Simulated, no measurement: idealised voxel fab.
This is a process module. Its name is voxel transistor to metal.
This is section cut - it's 215 nm across, gridded in 5 nm square cells.
Bands, listed from the top down, are how a cross-section gets written in this document; the cross-section itself is a grid of square cells, and a band is one or more rows of them. The entry gives the band's vertical extent as a top height and a bottom height in nm, then its horizontal make-up as materials from left to right, each with a width in nm. "blank" stands for empty space; a single material marked "throughout" fills the band edge to edge. Heights are expressed relative to 0, this being the level below which the as-received wafer comprises one material exclusively. The lowest band is unbounded in the downward direction and is denoted as in "0 down". The expression "30 to 40" gives the width at the extremes of the band, the first number at its top row of cells and the second at its bottom row, with the width changing by equal amounts from each row to the next in between. Where the words "no alterations made" appear for a step, the cross-section shows no cell changed by that step; every cell remained as before. "Closed void roster" means: voids of 8 cells or more that are shut off from the top with no open way through. Written width x height at distance, distance from the left edge, in nm. What comes after the settings on a step's line is commentary from the simulator itself on that step. overlay nm: mask right of planned place by this much (step with mask). Neg. = left.
Process steps foreseen in the plan:
| 1 | op RECEIVE | material Si |
| 2 | op CONFORMAL_DEP | material SiO2 | thk nm 5 |
| 3 | op CONFORMAL_DEP | material SiN | thk nm 10 |
| 4 | op DIRECTIONAL_DEP | material aC | thk nm 15 |
| 5 | op PATTERN | tone cover | mask id ACTIVE | material resist | width nm 115 | thk nm 30 | overlay nm 0 |
| 6 | op DIRECTIONAL_ETCH | etch materials aC | depth nm 15 |
| 7 | op STRIP | etch materials resist |
| 8 | op DIRECTIONAL_ETCH | etch materials SiN | depth nm 10 |
| 9 | op DIRECTIONAL_ETCH | etch materials SiO2 | depth nm 5 |
| 10 | op DIRECTIONAL_ETCH | etch materials Si | depth nm 25 |
| 11 | op STRIP | etch materials aC |
| 12 | op OXIDIZE | depth nm 5 |
| 13 | op FILL_DEP | material SiO2 | thk nm 15 |
| 14 | op CMP | height nm 15 |
| 15 | op SELECTIVE_ETCH | etch materials SiO2 | depth nm 10 |
| 16 | op STRIP | etch materials SiN |
| 17 | op SELECTIVE_ETCH | etch materials SiO2 | depth nm 5 |
| 18 | op OXIDIZE | depth nm 5 |
| 19 | op DIRECTIONAL_DEP | material polySi | thk nm 25 |
| 20 | op DIRECTIONAL_DEP | material SiCN | thk nm 15 |
| 21 | op DIRECTIONAL_DEP | material aC | thk nm 15 |
| 22 | op PATTERN | tone cover | mask id GATE | material resist | width nm 25 | thk nm 35 | overlay nm 0 |
| 23 | op DIRECTIONAL_ETCH | etch materials aC | depth nm 15 |
| 24 | op STRIP | etch materials resist |
| 25 | op DIRECTIONAL_ETCH | etch materials SiCN | depth nm 25 |
| 26 | op DIRECTIONAL_ETCH | etch materials polySi | depth nm 35 |
| 27 | op STRIP | etch materials aC |
| 28 | op CONFORMAL_DEP | material SiN | thk nm 10 |
| 29 | op DIRECTIONAL_ETCH | etch materials SiN | depth nm 10 |
| 30 | op DIRECTIONAL_ETCH | etch materials SiO2 | depth nm 5 |
| 31 | op DIRECTIONAL_ETCH | etch materials Si | depth nm 5 |
| 32 | op EPI | material pSi | thk nm 5 |
| 33 | op FILL_DEP | material SiO2 | thk nm 10 |
| 34 | op CMP | height nm 25 |
| 35 | op STRIP | etch materials polySi |
| 36 | op SELECTIVE_ETCH | etch materials SiO2 | depth nm 5 |
| 37 | op CONFORMAL_DEP | material HfO2 | thk nm 5 |
| 38 | op CONFORMAL_DEP | material TiN | thk nm 5 |
| 39 | op FILL_DEP | material W | thk nm 10 |
| 40 | op CMP | height nm 20 |
| 41 | op DIRECTIONAL_DEP | material SiO2 | thk nm 15 |
| 42 | op DIRECTIONAL_DEP | material aC | thk nm 15 |
| 43 | op PATTERN | tone open | mask id CONTACT | material resist | width nm 20 | pitch nm 75 | thk nm 35 | overlay nm 0 |
| 44 | op DIRECTIONAL_ETCH | etch materials aC | depth nm 15 |
| 45 | op STRIP | etch materials resist |
| 46 | op DIRECTIONAL_ETCH | etch materials SiO2 | depth nm 40 |
| 47 | op STRIP | etch materials aC |
| 48 | op CONFORMAL_DEP | material TiN | thk nm 5 |
| 49 | op FILL_DEP | material W | thk nm 10 |
| 50 | op CMP | height nm 35 |
| 51 | op DIRECTIONAL_DEP | material TiN | thk nm 5 |
| 52 | op DIRECTIONAL_DEP | material W | thk nm 25 |
| 53 | op DIRECTIONAL_DEP | material aC | thk nm 10 |
| 54 | op PATTERN | tone cover | mask id METAL_1 | material resist | width nm 20 | pitch nm 75 | thk nm 25 | overlay nm 0 |
| 55 | op DIRECTIONAL_ETCH | etch materials aC | depth nm 10 |
| 56 | op STRIP | etch materials resist |
| 57 | op DIRECTIONAL_ETCH | etch materials W | depth nm 25 |
| 58 | op DIRECTIONAL_ETCH | etch materials TiN | depth nm 5 |
| 59 | op STRIP | etch materials aC |
| 60 | op FILL_DEP | material SiO2 | thk nm 10 |
| 61 | op CMP | height nm 65 |
| 62 | op CONFORMAL_DEP | material SiCN | thk nm 5 |
| 63 | op DIRECTIONAL_DEP | material SiO2 | thk nm 35 |
| 64 | op MASKED_ETCH | tone open | mask id METAL_2 | width nm 20 | pitch nm 75 | etch materials SiO2 | depth nm 20 | overlay nm 0 |
| 65 | op PATTERN | tone open | mask id METAL_2_HOLES | material resist | width nm 15 | pitch nm 75 | thk nm 20 | overlay nm 0 |
| 66 | op DIRECTIONAL_ETCH | etch materials SiO2 | depth nm 15 |
| 67 | op DIRECTIONAL_ETCH | etch materials SiCN | depth nm 5 |
| 68 | op STRIP | etch materials resist |
| 69 | op CONFORMAL_DEP | material TiN | thk nm 5 |
| 70 | op FILL_DEP | material Ru | thk nm 5 |
| 71 | op CMP | height nm 105 |
| 72 | op CONFORMAL_DEP | material SiN | thk nm 5 |
Here's what the wafer looked like in cross-section when it arrived - that's after step 1:
	0 down  Si throughout
	Closed void roster: none
The module was run from the start shown above using the plan shown above, but one mistake was made doing it; the resulting wafer cross-section is below:
	110 to 105  SiN throughout
	105 to 90  60 of SiO2; 5 of TiN; 10 of Ru; 5 of TiN; 55 of SiO2; 5 of TiN; 10 of Ru; 5 of TiN; 60 of SiO2
	90 to 85  60 of SiO2; 5 of TiN; 5 of Ru; 10 of TiN; 55 of SiO2; 5 of TiN; 5 of Ru; 10 of TiN; 60 of SiO2
	85 to 70  60 of SiO2; 5 of TiN; 5 of Ru; 5 of TiN; 60 of SiO2; 5 of TiN; 5 of Ru; 5 of TiN; 65 of SiO2
	70 to 65  60 of SiCN; 15 of TiN; 60 of SiCN; 15 of TiN; 65 of SiCN
	65 to 55  60 of SiO2; 20 of W; 55 of SiO2; 20 of W; 60 of SiO2
	55 to 50  60 of SiO2; 20 of TiN; 55 of SiO2; 20 of TiN; 60 of SiO2
	50 to 40  W throughout
	40 to 35  65 of TiN; 10 of W; 65 of TiN; 10 of W; 65 of TiN
	35 to 20  60 of SiO2; 5 of TiN; 10 of W; 5 of TiN; 55 of SiO2; 5 of TiN; 10 of W; 5 of TiN; 60 of SiO2
	20 to 5  60 of SiO2; 5 of TiN; 10 of W; 5 of TiN; 5 of SiO2; 10 of SiN; 5 of HfO2; 5 of TiN; 5 of W; 5 of TiN; 5 of HfO2; 10 of SiN; 5 of SiO2; 5 of TiN; 10 of W; 5 of TiN; 60 of SiO2
	5 to 0  60 of SiO2; 5 of TiN; 10 of W; 5 of TiN; 5 of SiO2; 10 of SiN; 5 of HfO2; 15 of TiN; 5 of HfO2; 10 of SiN; 5 of SiO2; 5 of TiN; 10 of W; 5 of TiN; 60 of SiO2
	0 to -5  60 of SiO2; 20 of TiN; 5 of pSi; 5 of SiO2; 35 of HfO2; 5 of SiO2; 5 of pSi; 20 of TiN; 60 of SiO2
	-5 to -10  55 of SiO2; 30 of pSi; 45 of Si; 30 of pSi; 55 of SiO2
	-10 to -30  55 of SiO2; 105 of Si; 55 of SiO2
	-30 down  Si throughout
	Closed void roster: none
Short version of what went wrong: heads up, step 50 of the plan was skipped and never actually ran
